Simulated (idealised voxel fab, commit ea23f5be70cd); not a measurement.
process module | voxel wiring stack
cross-section cut | 275 nm wide | cells 5 nm
A cross-section is a grid of square cells, given in bands from the top down. A band is one or more rows of cells.
Each band's line starts with the height of the band's top and of its bottom, in nm. Then come its materials from left to right, each with its width in nm. One material with "throughout" fills the band from edge to edge. "air" is empty space.
Height 0 is the level under which the wafer as received is all one material. The lowest band goes on downwards, as in "0 down".
A width such as "30 to 40" changes by the same amount from each row of cells to the next, from the band's top row to its bottom row.
"no change" after a step means that no cell of the cross-section changed.
closed voids: empty space of 8 cells or more with no open way to the top, each as width x height at its distance from the left edge, in nm
after a step's settings: what the simulator itself notes on the step
overlay nm, on a step with a mask: how far to the right of its planned place the mask lay; to the left if negative
plan
1 op RECEIVE | material Si
2 op CONFORMAL_DEP | material SiO2 | thk nm 15
3 op DIRECTIONAL_DEP | material TiN | thk nm 5
4 op DIRECTIONAL_DEP | material Ru | thk nm 20
5 op PATTERN | tone cover | mask id METAL_1 | material resist | width nm 30 | pitch nm 50 | thk nm 20 | overlay nm 0
6 op DIRECTIONAL_ETCH | etch materials Ru | depth nm 20
7 op DIRECTIONAL_ETCH | etch materials TiN | depth nm 5
8 op STRIP | etch materials resist
9 op CONFORMAL_DEP | material SiN | thk nm 5
10 op FILL_DEP | material SiO2 | thk nm 5
11 op CMP | height nm 40
12 op CONFORMAL_DEP | material SiCN | thk nm 5
13 op DIRECTIONAL_DEP | material SiO2 | thk nm 15
14 op MASKED_ETCH | tone open | mask id PLUG_1 | width nm 15 | etch materials SiO2 | depth nm 15 | overlay nm 0
15 op MASKED_ETCH | tone open | mask id PLUG_1 | width nm 15 | etch materials SiCN | depth nm 5 | overlay nm 0
16 op EPI | material Ru | thk nm 10
17 op EPI | material Ru | thk nm 10
18 op DIRECTIONAL_DEP | material TiN | thk nm 5
19 op DIRECTIONAL_DEP | material Ru | thk nm 25
20 op MASKED_ETCH | tone cover | mask id METAL_2 | width nm 30 | pitch nm 50 | etch materials Ru | depth nm 25 | overlay nm 0
21 op MASKED_ETCH | tone cover | mask id METAL_2 | width nm 30 | pitch nm 50 | etch materials TiN | depth nm 5 | overlay nm 0
22 op FILL_DEP | material lowk | thk nm 5
23 op CMP | height nm 90
24 op CONFORMAL_DEP | material SiCN | thk nm 5
25 op DIRECTIONAL_DEP | material SiO2 | thk nm 20
26 op MASKED_ETCH | tone open | mask id PLUG_2 | width nm 15 | etch materials SiO2 | depth nm 20 | overlay nm 0
27 op MASKED_ETCH | tone open | mask id PLUG_2 | width nm 15 | etch materials SiCN | depth nm 5 | overlay nm 0
28 op EPI | material Ru | thk nm 10
29 op EPI | material Ru | thk nm 10
30 op EPI | material Ru | thk nm 5
31 op DIRECTIONAL_DEP | material TiN | thk nm 5
32 op DIRECTIONAL_DEP | material W | thk nm 20
33 op DIRECTIONAL_DEP | material aC | thk nm 10
34 op PATTERN | tone cover | mask id METAL_3 | material resist | width nm 30 | pitch nm 50 | thk nm 30 | overlay nm 0
35 op DIRECTIONAL_ETCH | etch materials aC | depth nm 10
36 op STRIP | etch materials resist
37 op DIRECTIONAL_ETCH | etch materials W | depth nm 20
38 op DIRECTIONAL_ETCH | etch materials TiN | depth nm 5
39 op STRIP | etch materials aC
40 op FILL_DEP | material lowk | thk nm 5
41 op CMP | height nm 140
42 op CONFORMAL_DEP | material SiCN | thk nm 5
as received, after step 1
  0 down: Si throughout
  closed voids: none
a wafer at the end: this start, this plan, one mistake
  145 to 140: SiCN throughout
  140 to 120: lowk 95 | W 30 | lowk 20 | W 30 | lowk 100
  120 to 115: lowk 95 | TiN 30 | lowk 20 | TiN 30 | lowk 100
  115 to 95: SiO2 95 | Ru 15 | SiO2 165
  95 to 90: SiCN 95 | Ru 15 | SiCN 165
  90 to 75: lowk 95 | Ru 30 | lowk 20 | Ru 30 | lowk 100
  75 to 70: lowk 95 | TiN 25 | Ru 5 | lowk 20 | Ru 30 | lowk 100
  70 to 65: lowk 85 | Ru 40 | lowk 20 | Ru 30 | lowk 100
  65 to 60: lowk 85 | Ru 35 | TiN 5 | lowk 20 | TiN 30 | lowk 100
  60 to 45: SiO2 95 | Ru 15 | SiO2 165
  45 to 40: SiCN 95 | Ru 15 | SiCN 165
  40 to 20: SiO2 90 | SiN 5 | Ru 30 | SiN 5 | SiO2 10 | SiN 5 | Ru 30 | SiN 5 | SiO2 95
  20 to 15: SiN 95 | TiN 30 | SiN 20 | TiN 30 | SiN 100
  15 to 0: SiO2 throughout
  0 down: Si throughout
  closed voids: none
what went wrong: one of the steps 16 and 17, which are alike, was run twice
